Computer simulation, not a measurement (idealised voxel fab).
Name of the process module below: voxel self aligned vias
The cross-section shown here is cut; it is 280 nm wide and divided into square cells measuring 5 nm on a side.
Throughout this document, each cross-section is represented as a grid of square cells and is presented as a sequence of bands enumerated from the top downward, where a band comprises one or more rows of cells. Top height, bottom height, nm. Materials left to right, width each, nm. Single material + "full width" = fills band edge to edge. "air" = empty. It should be noted that heights are counted from 0, beneath which the wafer as supplied is of one material throughout, and that the lowest band possesses no lower boundary but continues downward, as written in "from 0 down". You'd read "30->40" like this: the band's top row of cells is as wide as the first number, its bottom row is as wide as the second, and going down, every row changes width by the same amount as the row before did. Reading "nothing different" for a step: not a cell of the cross-section changed in it. For the entry "Trapped void list", the listed items are empty spaces with no open way to the top whose size is 8 cells or more; each item follows the pattern width x height at distance, where distance is from the left edge and all three are in nm. Where a step's line continues beyond its settings, the continuation is a remark by the simulator itself on that step. The optional step-line setting "overlay nm" applies to steps with a mask and quantifies how far to the right of its planned location the mask lay, a negative value indicating leftward placement. Every pair from here on: before one process step, after it. The after cross-section reaches only to the lowest band that changed. Below the pair: the step in between and its settings. Pairs can belong to different runs of this module on the same starting wafer; a pair carries on from the pair above only if the entry headed "Status before step" says so.
-- Status before step
- from 0 down = Si full width
- Trapped void list: none
-- Resulting Cross-Section
- from 10 to 0 = SiO2 full width
- Below 0 it's all the same as before, nothing changed down there.
- Trapped void list: none
Connecting step for the cross-sections above: CONFORMAL_DEP | material SiO2 | thk nm 10
Status before step: as in the pair right above, post-step view.
-- Resulting Cross-Section
- from 15 to 10 = SiCN full width
- Below 10 it's all the same as before, nothing changed down there.
- Trapped void list: none
Connecting step for the cross-sections above: CONFORMAL_DEP | material SiCN | thk nm 5
Status before step: as in the pair right above, post-step view.
-- Resulting Cross-Section
- from 35 to 15 = lowk full width
- Below 15 it's all the same as before, nothing changed down there.
- Trapped void list: none
Connecting step for the cross-sections above: DIRECTIONAL_DEP | material lowk | thk nm 20
Status before step: as in the pair right above, post-step view.
-- Resulting Cross-Section
- from 45 to 35 = aC full width
- Below 35 it's all the same as before, nothing changed down there.
- Trapped void list: none
Connecting step for the cross-sections above: DIRECTIONAL_DEP | material aC | thk nm 10
Status before step: as in the pair right above, post-step view.
-- Resulting Cross-Section
- from 70 to 45 = 55 resist  25 air  45 resist  25 air  45 resist  25 air  60 resist
- Below 45 it's all the same as before, nothing changed down there.
- Trapped void list: none
Connecting step for the cross-sections above: PATTERN | tone open | mask id LINES | material resist | width nm 25 | pitch nm 70 | thk nm 25 | overlay nm 0
Status before step: as in the pair right above, post-step view.
-- Resulting Cross-Section
- from 60 to 45 = 55 resist  25 air  45 resist  25 air  45 resist  25 air  60 resist
- from 45 to 35 = 55 aC  25 air  45 aC  25 air  45 aC  25 air  60 aC
- Below 35 it's all the same as before, nothing changed down there.
- Trapped void list: none
Connecting step for the cross-sections above: DIRECTIONAL_ETCH | etch materials aC | depth nm 10
Status before step: as in the pair right above, post-step view.
-- Resulting Cross-Section
- from 45 to 35 = 55 aC  25 air  45 aC  25 air  45 aC  25 air  60 aC
- Below 35 it's all the same as before, nothing changed down there.
- Trapped void list: none
Connecting step for the cross-sections above: STRIP | etch materials resist
Status before step: as in the pair right above, post-step view.
-- Resulting Cross-Section
- from 45 to 35 = 55 aC  25 air  45 aC  25 air  45 aC  25 air  60 aC
- from 35 to 15 = 55 lowk  25 air  45 lowk  25 air  45 lowk  25 air  60 lowk
- Below 15 it's all the same as before, nothing changed down there.
- Trapped void list: none
Connecting step for the cross-sections above: DIRECTIONAL_ETCH | etch materials lowk | depth nm 20
Status before step: as in the pair right above, post-step view.
-- Resulting Cross-Section
- from 35 to 15 = 55 lowk  25 air  45 lowk  25 air  45 lowk  25 air  60 lowk
- Below 15 it's all the same as before, nothing changed down there.
- Trapped void list: none
Connecting step for the cross-sections above: STRIP | etch materials aC
Status before step: as in the pair right above, post-step view.
-- Resulting Cross-Section
- from 40 to 35 = 60 TiN  15 air  55 TiN  15 air  55 TiN  15 air  65 TiN
- from 35 to 20 = 55 lowk  5 TiN  15 air  5 TiN  45 lowk  5 TiN  15 air  5 TiN  45 lowk  5 TiN  15 air  5 TiN  60 lowk
- from 20 to 15 = 55 lowk  25 TiN  45 lowk  25 TiN  45 lowk  25 TiN  60 lowk
- Below 15 it's all the same as before, nothing changed down there.
- Trapped void list: none
Connecting step for the cross-sections above: CONFORMAL_DEP | material TiN | thk nm 5
Status before step: as in the pair right above, post-step view.
-- Resulting Cross-Section
- from 50 to 40 = Ru full width
- from 40 to 35 = 60 TiN  15 Ru  55 TiN  15 Ru  55 TiN  15 Ru  65 TiN
- from 35 to 20 = 55 lowk  5 TiN  15 Ru  5 TiN  45 lowk  5 TiN  15 Ru  5 TiN  45 lowk  5 TiN  15 Ru  5 TiN  60 lowk
- Below 20 it's all the same as before, nothing changed down there.
- Trapped void list: none
Connecting step for the cross-sections above: FILL_DEP | material Ru | thk nm 10
Status before step: as in the pair right above, post-step view.
-- Resulting Cross-Section
- from 35 to 20 = 55 lowk  5 TiN  15 Ru  5 TiN  45 lowk  5 TiN  15 Ru  5 TiN  45 lowk  5 TiN  15 Ru  5 TiN  60 lowk
- Below 20 it's all the same as before, nothing changed down there.
- Trapped void list: none
Connecting step for the cross-sections above: CMP | height nm 35
Status before step: as in the pair right above, post-step view.
-- Resulting Cross-Section
- from 35 to 25 = 55 lowk  25 air  45 lowk  25 air  45 lowk  25 air  60 lowk
- Below 25 it's all the same as before, nothing changed down there.
- Trapped void list: none
Connecting step for the cross-sections above: SELECTIVE_ETCH | etch materials W Ru TiN | depth nm 10
Status before step: as in the pair right above, post-step view.
-- Resulting Cross-Section
- from 45 to 35 = SiN full width
- from 35 to 25 = 55 lowk  25 SiN  45 lowk  25 SiN  45 lowk  25 SiN  60 lowk
- Below 25 it's all the same as before, nothing changed down there.
- Trapped void list: none
Connecting step for the cross-sections above: FILL_DEP | material SiN | thk nm 10
Status before step: as in the pair right above, post-step view.
-- Resulting Cross-Section
- from 35 to 25 = 55 lowk  25 SiN  45 lowk  25 SiN  45 lowk  25 SiN  60 lowk
- Below 25 it's all the same as before, nothing changed down there.
- Trapped void list: none
Connecting step for the cross-sections above: CMP | height nm 35
Status before step: as in the pair right above, post-step view.
-- Resulting Cross-Section
- from 50 to 35 = lowk full width
- Below 35 it's all the same as before, nothing changed down there.
- Trapped void list: none
Connecting step for the cross-sections above: DIRECTIONAL_DEP | material lowk | thk nm 15
Status before step: as in the pair right above, post-step view.
-- Resulting Cross-Section
- from 65 to 50 = aC full width
- Below 50 it's all the same as before, nothing changed down there.
- Trapped void list: none
Connecting step for the cross-sections above: DIRECTIONAL_DEP | material aC | thk nm 15
Status before step: as in the pair right above, post-step view.
-- Resulting Cross-Section
- from 95 to 65 = 45 resist  45 air  25 resist  45 air  25 resist  45 air  50 resist
- Below 65 it's all the same as before, nothing changed down there.
- Trapped void list: none
Connecting step for the cross-sections above: PATTERN | tone open | mask id VIAS | material resist | width nm 45 | pitch nm 70 | thk nm 30 | overlay nm 0
Status before step: as in the pair right above, post-step view.
-- Resulting Cross-Section
- from 80 to 65 = 45 resist  45 air  25 resist  45 air  25 resist  45 air  50 resist
- from 65 to 50 = 45 aC  45 air  25 aC  45 air  25 aC  45 air  50 aC
- Below 50 it's all the same as before, nothing changed down there.
- Trapped void list: none
Connecting step for the cross-sections above: DIRECTIONAL_ETCH | etch materials aC | depth nm 15
Status before step: as in the pair right above, post-step view.
-- Resulting Cross-Section
- from 65 to 50 = 45 aC  45 air  25 aC  45 air  25 aC  45 air  50 aC
- Below 50 it's all the same as before, nothing changed down there.
- Trapped void list: none
Connecting step for the cross-sections above: STRIP | etch materials resist
Status before step: as in the pair right above, post-step view.
-- Resulting Cross-Section
- from 65 to 50 = 45 aC  45 air  25 aC  45 air  25 aC  45 air  50 aC
- from 50 to 35 = 45 lowk  45 air  25 lowk  45 air  25 lowk  45 air  50 lowk
- Below 35 it's all the same as before, nothing changed down there.
- Trapped void list: none
Connecting step for the cross-sections above: DIRECTIONAL_ETCH | etch materials lowk | depth nm 15
Status before step: as in the pair right above, post-step view.
-- Resulting Cross-Section
- from 65 to 50 = 45 aC  45 air  25 aC  45 air  25 aC  45 air  50 aC
- from 50 to 35 = 45 lowk  45 air  25 lowk  45 air  25 lowk  45 air  50 lowk
- from 35 to 25 = 55 lowk  25 air  45 lowk  25 air  45 lowk  25 air  60 lowk
- Below 25 it's all the same as before, nothing changed down there.
- Trapped void list: none
Connecting step for the cross-sections above: DIRECTIONAL_ETCH | etch materials SiN | depth nm 10
Status before step: as in the pair right above, post-step view.
-- Resulting Cross-Section
- from 50 to 35 = 45 lowk  45 air  25 lowk  45 air  25 lowk  45 air  50 lowk
- Below 35 it's all the same as before, nothing changed down there.
- Trapped void list: none
Connecting step for the cross-sections above: STRIP | etch materials aC
Status before step: as in the pair right above, post-step view.
-- Resulting Cross-Section
- from 55 to 50 = 50 TiN  35 air  35 TiN  35 air  35 TiN  35 air  55 TiN
- from 50 to 40 = 45 lowk  5 TiN  35 air  5 TiN  25 lowk  5 TiN  35 air  5 TiN  25 lowk  5 TiN  35 air  5 TiN  50 lowk
- from 40 to 30 = 45->55 lowk  15->5 TiN  15 air  15->5 TiN  25->45 lowk  15->5 TiN  15 air  15->5 TiN  25->45 lowk  15->5 TiN  15 air  15->5 TiN  50->60 lowk
- from 30 to 25 = 55 lowk  25 TiN  45 lowk  25 TiN  45 lowk  25 TiN  60 lowk
- Below 25 it's all the same as before, nothing changed down there.
- Trapped void list: none
Connecting step for the cross-sections above: CONFORMAL_DEP | material TiN | thk nm 5
Status before step: as in the pair right above, post-step view.
-- Resulting Cross-Section
- from 65 to 55 = W full width
- from 55 to 50 = 50 TiN  35 W  35 TiN  35 W  35 TiN  35 W  55 TiN
- from 50 to 40 = 45 lowk  5 TiN  35 W  5 TiN  25 lowk  5 TiN  35 W  5 TiN  25 lowk  5 TiN  35 W  5 TiN  50 lowk
- from 40 to 30 = 45->55 lowk  15->5 TiN  15 W  15->5 TiN  25->45 lowk  15->5 TiN  15 W  15->5 TiN  25->45 lowk  15->5 TiN  15 W  15->5 TiN  50->60 lowk
- Below 30 it's all the same as before, nothing changed down there.
- Trapped void list: none
Connecting step for the cross-sections above: FILL_DEP | material W | thk nm 10
Status before step: as in the pair right above, post-step view.
-- Resulting Cross-Section
- from 50 to 40 = 45 lowk  5 TiN  35 W  5 TiN  25 lowk  5 TiN  35 W  5 TiN  25 lowk  5 TiN  35 W  5 TiN  50 lowk
- Below 40 it's all the same as before, nothing changed down there.
- Trapped void list: none
Connecting step for the cross-sections above: CMP | height nm 50
Status before step: as in the pair right above, post-step view.
-- Resulting Cross-Section
- from 55 to 50 = SiCN full width
- Below 50 it's all the same as before, nothing changed down there.
- Trapped void list: none
Connecting step for the cross-sections above: CONFORMAL_DEP | material SiCN | thk nm 5
-- Status before step
- from 0 down = Si full width
- Trapped void list: none
-- Resulting Cross-Section
- from 5 to 0 = SiCN full width
- Below 0 it's all the same as before, nothing changed down there.
- Trapped void list: none
Connecting step for the cross-sections above: CONFORMAL_DEP | material SiCN | thk nm 5
Status before step: as in the pair right above, post-step view.
-- Resulting Cross-Section
- from 25 to 5 = lowk full width
- Below 5 it's all the same as before, nothing changed down there.
- Trapped void list: none
Connecting step for the cross-sections above: DIRECTIONAL_DEP | material lowk | thk nm 20
Status before step: as in the pair right above, post-step view.
-- Resulting Cross-Section
- from 35 to 25 = aC full width
- Below 25 it's all the same as before, nothing changed down there.
- Trapped void list: none
Connecting step for the cross-sections above: DIRECTIONAL_DEP | material aC | thk nm 10
Status before step: as in the pair right above, post-step view.
-- Resulting Cross-Section
- from 60 to 35 = 55 resist  25 air  45 resist  25 air  45 resist  25 air  60 resist
- Below 35 it's all the same as before, nothing changed down there.
- Trapped void list: none
Connecting step for the cross-sections above: PATTERN | tone open | mask id LINES | material resist | width nm 25 | pitch nm 70 | thk nm 25 | overlay nm 0
Status before step: as in the pair right above, post-step view.
-- Resulting Cross-Section
- from 50 to 35 = 55 resist  25 air  45 resist  25 air  45 resist  25 air  60 resist
- from 35 to 25 = 55 aC  25 air  45 aC  25 air  45 aC  25 air  60 aC
- Below 25 it's all the same as before, nothing changed down there.
- Trapped void list: none
Connecting step for the cross-sections above: DIRECTIONAL_ETCH | etch materials aC | depth nm 10
Status before step: as in the pair right above, post-step view.
-- Resulting Cross-Section
- from 35 to 25 = 55 aC  25 air  45 aC  25 air  45 aC  25 air  60 aC
- Below 25 it's all the same as before, nothing changed down there.
- Trapped void list: none
Connecting step for the cross-sections above: STRIP | etch materials resist
Status before step: as in the pair right above, post-step view.
-- Resulting Cross-Section
- from 35 to 25 = 55 aC  25 air  45 aC  25 air  45 aC  25 air  60 aC
- from 25 to 5 = 55 lowk  25 air  45 lowk  25 air  45 lowk  25 air  60 lowk
- Below 5 it's all the same as before, nothing changed down there.
- Trapped void list: none
Connecting step for the cross-sections above: DIRECTIONAL_ETCH | etch materials lowk | depth nm 20
Status before step: as in the pair right above, post-step view.
-- Resulting Cross-Section
- from 25 to 5 = 55 lowk  25 air  45 lowk  25 air  45 lowk  25 air  60 lowk
- Below 5 it's all the same as before, nothing changed down there.
- Trapped void list: none
Connecting step for the cross-sections above: STRIP | etch materials aC
Status before step: as in the pair right above, post-step view.
-- Resulting Cross-Section
- from 30 to 25 = 60 TiN  15 air  55 TiN  15 air  55 TiN  15 air  65 TiN
- from 25 to 10 = 55 lowk  5 TiN  15 air  5 TiN  45 lowk  5 TiN  15 air  5 TiN  45 lowk  5 TiN  15 air  5 TiN  60 lowk
- from 10 to 5 = 55 lowk  25 TiN  45 lowk  25 TiN  45 lowk  25 TiN  60 lowk
- Below 5 it's all the same as before, nothing changed down there.
- Trapped void list: none
Connecting step for the cross-sections above: CONFORMAL_DEP | material TiN | thk nm 5
Status before step: as in the pair right above, post-step view.
-- Resulting Cross-Section
- from 40 to 30 = Ru full width
- from 30 to 25 = 60 TiN  15 Ru  55 TiN  15 Ru  55 TiN  15 Ru  65 TiN
- from 25 to 10 = 55 lowk  5 TiN  15 Ru  5 TiN  45 lowk  5 TiN  15 Ru  5 TiN  45 lowk  5 TiN  15 Ru  5 TiN  60 lowk
- Below 10 it's all the same as before, nothing changed down there.
- Trapped void list: none
Connecting step for the cross-sections above: FILL_DEP | material Ru | thk nm 10
Status before step: as in the pair right above, post-step view.
-- Resulting Cross-Section
- from 35 to 30 = Ru full width
- Below 30 it's all the same as before, nothing changed down there.
- Trapped void list: none
Connecting step for the cross-sections above: CMP | height nm 35
Status before step: as in the pair right above, post-step view.
-- Resulting Cross-Section
- from 25 to 10 = 55 lowk  5 TiN  15 Ru  5 TiN  45 lowk  5 TiN  15 Ru  5 TiN  45 lowk  5 TiN  15 Ru  5 TiN  60 lowk
- Below 10 it's all the same as before, nothing changed down there.
- Trapped void list: none
Connecting step for the cross-sections above: SELECTIVE_ETCH | etch materials W Ru TiN | depth nm 10
Status before step: as in the pair right above, post-step view.
-- Resulting Cross-Section
- from 35 to 25 = SiN full width
- Below 25 it's all the same as before, nothing changed down there.
- Trapped void list: none
Connecting step for the cross-sections above: FILL_DEP | material SiN | thk nm 10
Status before step: as in the pair right above, post-step view.
-- Resulting Cross-Section
- from 50 to 35 = lowk full width
- Below 35 it's all the same as before, nothing changed down there.
- Trapped void list: none
Connecting step for the cross-sections above: DIRECTIONAL_DEP | material lowk | thk nm 15
Status before step: as in the pair right above, post-step view.
-- Resulting Cross-Section
- from 65 to 50 = aC full width
- Below 50 it's all the same as before, nothing changed down there.
- Trapped void list: none
Connecting step for the cross-sections above: DIRECTIONAL_DEP | material aC | thk nm 15
Status before step: as in the pair right above, post-step view.
-- Resulting Cross-Section
- from 95 to 65 = 45 resist  45 air  25 resist  45 air  25 resist  45 air  50 resist
- Below 65 it's all the same as before, nothing changed down there.
- Trapped void list: none
Connecting step for the cross-sections above: PATTERN | tone open | mask id VIAS | material resist | width nm 45 | pitch nm 70 | thk nm 30 | overlay nm 0
Status before step: as in the pair right above, post-step view.
-- Resulting Cross-Section
- from 80 to 65 = 45 resist  45 air  25 resist  45 air  25 resist  45 air  50 resist
- from 65 to 50 = 45 aC  45 air  25 aC  45 air  25 aC  45 air  50 aC
- Below 50 it's all the same as before, nothing changed down there.
- Trapped void list: none
Connecting step for the cross-sections above: DIRECTIONAL_ETCH | etch materials aC | depth nm 15
Status before step: as in the pair right above, post-step view.
-- Resulting Cross-Section
- from 65 to 50 = 45 aC  45 air  25 aC  45 air  25 aC  45 air  50 aC
- Below 50 it's all the same as before, nothing changed down there.
- Trapped void list: none
Connecting step for the cross-sections above: STRIP | etch materials resist
Status before step: as in the pair right above, post-step view.
-- Resulting Cross-Section
- from 65 to 50 = 45 aC  45 air  25 aC  45 air  25 aC  45 air  50 aC
- from 50 to 35 = 45 lowk  45 air  25 lowk  45 air  25 lowk  45 air  50 lowk
- Below 35 it's all the same as before, nothing changed down there.
- Trapped void list: none
Connecting step for the cross-sections above: DIRECTIONAL_ETCH | etch materials lowk | depth nm 15
Status before step: as in the pair right above, post-step view.
-- Resulting Cross-Section
- from 65 to 50 = 45 aC  45 air  25 aC  45 air  25 aC  45 air  50 aC
- from 50 to 35 = 45 lowk  45 air  25 lowk  45 air  25 lowk  45 air  50 lowk
- from 35 to 25 = 45 SiN  45 air  25 SiN  45 air  25 SiN  45 air  50 SiN
- Below 25 it's all the same as before, nothing changed down there.
- Trapped void list: none
Connecting step for the cross-sections above: DIRECTIONAL_ETCH | etch materials SiN | depth nm 10
Status before step: as in the pair right above, post-step view.
-- Resulting Cross-Section
- from 50 to 35 = 45 lowk  45 air  25 lowk  45 air  25 lowk  45 air  50 lowk
- Below 35 it's all the same as before, nothing changed down there.
- Trapped void list: none
Connecting step for the cross-sections above: STRIP | etch materials aC
Status before step: as in the pair right above, post-step view.
-- Resulting Cross-Section
- from 55 to 50 = 50 TiN  35 air  35 TiN  35 air  35 TiN  35 air  55 TiN
- from 50 to 35 = 45 lowk  5 TiN  35 air  5 TiN  25 lowk  5 TiN  35 air  5 TiN  25 lowk  5 TiN  35 air  5 TiN  50 lowk
- from 35 to 30 = 45 SiN  5 TiN  35 air  5 TiN  25 SiN  5 TiN  35 air  5 TiN  25 SiN  5 TiN  35 air  5 TiN  50 SiN
- from 30 to 25 = 45 SiN  45 TiN  25 SiN  45 TiN  25 SiN  45 TiN  50 SiN
- Below 25 it's all the same as before, nothing changed down there.
- Trapped void list: none
Connecting step for the cross-sections above: CONFORMAL_DEP | material TiN | thk nm 5
Status before step: as in the pair right above, post-step view.
-- Resulting Cross-Section
- from 65 to 55 = W full width
- from 55 to 50 = 50 TiN  35 W  35 TiN  35 W  35 TiN  35 W  55 TiN
- from 50 to 35 = 45 lowk  5 TiN  35 W  5 TiN  25 lowk  5 TiN  35 W  5 TiN  25 lowk  5 TiN  35 W  5 TiN  50 lowk
- from 35 to 30 = 45 SiN  5 TiN  35 W  5 TiN  25 SiN  5 TiN  35 W  5 TiN  25 SiN  5 TiN  35 W  5 TiN  50 SiN
- Below 30 it's all the same as before, nothing changed down there.
- Trapped void list: none
Connecting step for the cross-sections above: FILL_DEP | material W | thk nm 10
Status before step: as in the pair right above, post-step view.
-- Resulting Cross-Section
- from 50 to 35 = 45 lowk  5 TiN  35 W  5 TiN  25 lowk  5 TiN  35 W  5 TiN  25 lowk  5 TiN  35 W  5 TiN  50 lowk
- Below 35 it's all the same as before, nothing changed down there.
- Trapped void list: none
Connecting step for the cross-sections above: CMP | height nm 50
Status before step: as in the pair right above, post-step view.
-- Resulting Cross-Section
- from 55 to 50 = SiCN full width
- Below 50 it's all the same as before, nothing changed down there.
- Trapped void list: none
Connecting step for the cross-sections above: CONFORMAL_DEP | material SiCN | thk nm 5
-- Status before step
- from 65 to 50 = 45 aC  45 air  25 aC  45 air  25 aC  45 air  50 aC
- from 50 to 35 = 45 lowk  45 air  25 lowk  45 air  25 lowk  45 air  50 lowk
- from 35 to 25 = 55 lowk  25 SiN  45 lowk  25 SiN  45 lowk  25 SiN  60 lowk
- from 25 to 20 = 55 lowk  5 TiN  15 Ru  5 TiN  45 lowk  5 TiN  15 Ru  5 TiN  45 lowk  5 TiN  15 Ru  5 TiN  60 lowk
- from 20 to 15 = 55 lowk  25 TiN  45 lowk  25 TiN  45 lowk  25 TiN  60 lowk
- from 15 to 10 = SiCN full width
- from 10 to 0 = SiO2 full width
- from 0 down = Si full width
- Trapped void list: none
-- Resulting Cross-Section
- from 65 to 50 = 45 aC  45 air  25 aC  45 air  25 aC  45 air  50 aC
- from 50 to 35 = 45 lowk  45 air  25 lowk  45 air  25 lowk  45 air  50 lowk
- from 35 to 25 = 45 lowk  10 air  25 SiN  10 air  25 lowk  10 air  25 SiN  10 air  25 lowk  10 air  25 SiN  10 air  50 lowk
- from 25 to 20 = 45 lowk  10 air  5 TiN  15 Ru  5 TiN  10 air  25 lowk  10 air  5 TiN  15 Ru  5 TiN  10 air  25 lowk  10 air  5 TiN  15 Ru  5 TiN  10 air  50 lowk
- Below 20 it's all the same as before, nothing changed down there.
- Trapped void list: none
Connecting step for the cross-sections above: DIRECTIONAL_ETCH | etch materials lowk | depth nm 15
Status before step: as in the pair right above, post-step view.
-- Resulting Cross-Section
- from 65 to 50 = 45 aC  45 air  25 aC  45 air  25 aC  45 air  50 aC
- from 50 to 25 = 45 lowk  45 air  25 lowk  45 air  25 lowk  45 air  50 lowk
- Below 25 it's all the same as before, nothing changed down there.
- Trapped void list: none
Connecting step for the cross-sections above: DIRECTIONAL_ETCH | etch materials SiN | depth nm 10
Status before step: as in the pair right above, post-step view.
-- Resulting Cross-Section
- from 50 to 25 = 45 lowk  45 air  25 lowk  45 air  25 lowk  45 air  50 lowk
- Below 25 it's all the same as before, nothing changed down there.
- Trapped void list: none
Connecting step for the cross-sections above: STRIP | etch materials aC
Status before step: as in the pair right above, post-step view.
-- Resulting Cross-Section
- from 55 to 50 = 50 TiN  35 air  35 TiN  35 air  35 TiN  35 air  55 TiN
- from 50 to 30 = 45 lowk  5 TiN  35 air  5 TiN  25 lowk  5 TiN  35 air  5 TiN  25 lowk  5 TiN  35 air  5 TiN  50 lowk
- from 30 to 25 = 45 lowk  45 TiN  25 lowk  45 TiN  25 lowk  45 TiN  50 lowk
- from 25 to 20 = 45 lowk  15 TiN  15 Ru  15 TiN  25 lowk  15 TiN  15 Ru  15 TiN  25 lowk  15 TiN  15 Ru  15 TiN  50 lowk
- Below 20 it's all the same as before, nothing changed down there.
- Trapped void list: none
Connecting step for the cross-sections above: CONFORMAL_DEP | material TiN | thk nm 5
Status before step: as in the pair right above, post-step view.
-- Resulting Cross-Section
- from 65 to 55 = W full width
- from 55 to 50 = 50 TiN  35 W  35 TiN  35 W  35 TiN  35 W  55 TiN
- from 50 to 30 = 45 lowk  5 TiN  35 W  5 TiN  25 lowk  5 TiN  35 W  5 TiN  25 lowk  5 TiN  35 W  5 TiN  50 lowk
- Below 30 it's all the same as before, nothing changed down there.
- Trapped void list: none
Connecting step for the cross-sections above: FILL_DEP | material W | thk nm 10
Status before step: as in the pair right above, post-step view.
-- Resulting Cross-Section
- from 50 to 30 = 45 lowk  5 TiN  35 W  5 TiN  25 lowk  5 TiN  35 W  5 TiN  25 lowk  5 TiN  35 W  5 TiN  50 lowk
- Below 30 it's all the same as before, nothing changed down there.
- Trapped void list: none
Connecting step for the cross-sections above: CMP | height nm 50
Status before step: as in the pair right above, post-step view.
-- Resulting Cross-Section
- from 55 to 50 = SiCN full width
- Below 50 it's all the same as before, nothing changed down there.
- Trapped void list: none
Connecting step for the cross-sections above: CONFORMAL_DEP | material SiCN | thk nm 5
-- Status before step
- from 10 to 0 = SiO2 full width
- from 0 down = Si full width
- Trapped void list: none
-- Resulting Cross-Section
- from 30 to 10 = lowk full width
- Below 10 it's all the same as before, nothing changed down there.
- Trapped void list: none
Connecting step for the cross-sections above: DIRECTIONAL_DEP | material lowk | thk nm 20
Status before step: as in the pair right above, post-step view.
-- Resulting Cross-Section
- from 35 to 30 = SiCN full width
- Below 30 it's all the same as before, nothing changed down there.
- Trapped void list: none
Connecting step for the cross-sections above: CONFORMAL_DEP | material SiCN | thk nm 5
Status before step: as in the pair right above, post-step view.
-- Resulting Cross-Section
- from 45 to 35 = aC full width
- Below 35 it's all the same as before, nothing changed down there.
- Trapped void list: none
Connecting step for the cross-sections above: DIRECTIONAL_DEP | material aC | thk nm 10
Status before step: as in the pair right above, post-step view.
-- Resulting Cross-Section
- from 70 to 45 = 55 resist  25 air  45 resist  25 air  45 resist  25 air  60 resist
- Below 45 it's all the same as before, nothing changed down there.
- Trapped void list: none
Connecting step for the cross-sections above: PATTERN | tone open | mask id LINES | material resist | width nm 25 | pitch nm 70 | thk nm 25 | overlay nm 0
Status before step: as in the pair right above, post-step view.
-- Resulting Cross-Section
- from 60 to 45 = 55 resist  25 air  45 resist  25 air  45 resist  25 air  60 resist
- from 45 to 35 = 55 aC  25 air  45 aC  25 air  45 aC  25 air  60 aC
- Below 35 it's all the same as before, nothing changed down there.
- Trapped void list: none
Connecting step for the cross-sections above: DIRECTIONAL_ETCH | etch materials aC | depth nm 10
Status before step: as in the pair right above, post-step view.
-- Resulting Cross-Section
- from 45 to 35 = 55 aC  25 air  45 aC  25 air  45 aC  25 air  60 aC
- Below 35 it's all the same as before, nothing changed down there.
- Trapped void list: none
Connecting step for the cross-sections above: STRIP | etch materials resist
Status before step: as in the pair right above, post-step view.
-- Resulting Cross-Section
- from 35 to 30 = SiCN full width
- Below 30 it's all the same as before, nothing changed down there.
- Trapped void list: none
Connecting step for the cross-sections above: STRIP | etch materials aC
Status before step: as in the pair right above, post-step view.
-- Resulting Cross-Section
- from 40 to 35 = TiN full width
- Below 35 it's all the same as before, nothing changed down there.
- Trapped void list: none
Connecting step for the cross-sections above: CONFORMAL_DEP | material TiN | thk nm 5
Status before step: as in the pair right above, post-step view.
-- Resulting Cross-Section
- from 50 to 40 = Ru full width
- Below 40 it's all the same as before, nothing changed down there.
- Trapped void list: none
Connecting step for the cross-sections above: FILL_DEP | material Ru | thk nm 10
Status before step: as in the pair right above, post-step view.
-- Resulting Cross-Section
- from 35 to 30 = SiCN full width
- Below 30 it's all the same as before, nothing changed down there.
- Trapped void list: none
Connecting step for the cross-sections above: CMP | height nm 35
Status before step: as in the pair right above, post-step view.
-- Resulting Cross-Section
- from 45 to 35 = SiN full width
- Below 35 it's all the same as before, nothing changed down there.
- Trapped void list: none
Connecting step for the cross-sections above: FILL_DEP | material SiN | thk nm 10
Status before step: as in the pair right above, post-step view.
-- Resulting Cross-Section
- from 35 to 30 = SiCN full width
- Below 30 it's all the same as before, nothing changed down there.
- Trapped void list: none
Connecting step for the cross-sections above: CMP | height nm 35
Status before step: as in the pair right above, post-step view.
-- Resulting Cross-Section
- from 50 to 35 = lowk full width
- Below 35 it's all the same as before, nothing changed down there.
- Trapped void list: none
Connecting step for the cross-sections above: DIRECTIONAL_DEP | material lowk | thk nm 15
Status before step: as in the pair right above, post-step view.
-- Resulting Cross-Section
- from 65 to 50 = aC full width
- Below 50 it's all the same as before, nothing changed down there.
- Trapped void list: none
Connecting step for the cross-sections above: DIRECTIONAL_DEP | material aC | thk nm 15
Status before step: as in the pair right above, post-step view.
-- Resulting Cross-Section
- from 95 to 65 = 45 resist  45 air  25 resist  45 air  25 resist  45 air  50 resist
- Below 65 it's all the same as before, nothing changed down there.
- Trapped void list: none
Connecting step for the cross-sections above: PATTERN | tone open | mask id VIAS | material resist | width nm 45 | pitch nm 70 | thk nm 30 | overlay nm 0
Status before step: as in the pair right above, post-step view.
-- Resulting Cross-Section
- from 80 to 65 = 45 resist  45 air  25 resist  45 air  25 resist  45 air  50 resist
- from 65 to 50 = 45 aC  45 air  25 aC  45 air  25 aC  45 air  50 aC
- Below 50 it's all the same as before, nothing changed down there.
- Trapped void list: none
Connecting step for the cross-sections above: DIRECTIONAL_ETCH | etch materials aC | depth nm 15
Status before step: as in the pair right above, post-step view.
-- Resulting Cross-Section
- from 65 to 50 = 45 aC  45 air  25 aC  45 air  25 aC  45 air  50 aC
- Below 50 it's all the same as before, nothing changed down there.
- Trapped void list: none
Connecting step for the cross-sections above: STRIP | etch materials resist
Status before step: as in the pair right above, post-step view.
-- Resulting Cross-Section
- from 65 to 50 = 45 aC  45 air  25 aC  45 air  25 aC  45 air  50 aC
- from 50 to 35 = 45 lowk  45 air  25 lowk  45 air  25 lowk  45 air  50 lowk
- Below 35 it's all the same as before, nothing changed down there.
- Trapped void list: none
Connecting step for the cross-sections above: DIRECTIONAL_ETCH | etch materials lowk | depth nm 15
Status before step: as in the pair right above, post-step view.
-- Resulting Cross-Section
- from 50 to 35 = 45 lowk  45 air  25 lowk  45 air  25 lowk  45 air  50 lowk
- Below 35 it's all the same as before, nothing changed down there.
- Trapped void list: none
Connecting step for the cross-sections above: STRIP | etch materials aC
Status before step: as in the pair right above, post-step view.
-- Resulting Cross-Section
- from 55 to 50 = 50 TiN  35 air  35 TiN  35 air  35 TiN  35 air  55 TiN
- from 50 to 40 = 45 lowk  5 TiN  35 air  5 TiN  25 lowk  5 TiN  35 air  5 TiN  25 lowk  5 TiN  35 air  5 TiN  50 lowk
- from 40 to 35 = 45 lowk  45 TiN  25 lowk  45 TiN  25 lowk  45 TiN  50 lowk
- Below 35 it's all the same as before, nothing changed down there.
- Trapped void list: none
Connecting step for the cross-sections above: CONFORMAL_DEP | material TiN | thk nm 5
Status before step: as in the pair right above, post-step view.
-- Resulting Cross-Section
- from 65 to 55 = W full width
- from 55 to 50 = 50 TiN  35 W  35 TiN  35 W  35 TiN  35 W  55 TiN
- from 50 to 40 = 45 lowk  5 TiN  35 W  5 TiN  25 lowk  5 TiN  35 W  5 TiN  25 lowk  5 TiN  35 W  5 TiN  50 lowk
- Below 40 it's all the same as before, nothing changed down there.
- Trapped void list: none
Connecting step for the cross-sections above: FILL_DEP | material W | thk nm 10
Status before step: as in the pair right above, post-step view.
-- Resulting Cross-Section
- from 50 to 40 = 45 lowk  5 TiN  35 W  5 TiN  25 lowk  5 TiN  35 W  5 TiN  25 lowk  5 TiN  35 W  5 TiN  50 lowk
- Below 40 it's all the same as before, nothing changed down there.
- Trapped void list: none
Connecting step for the cross-sections above: CMP | height nm 50
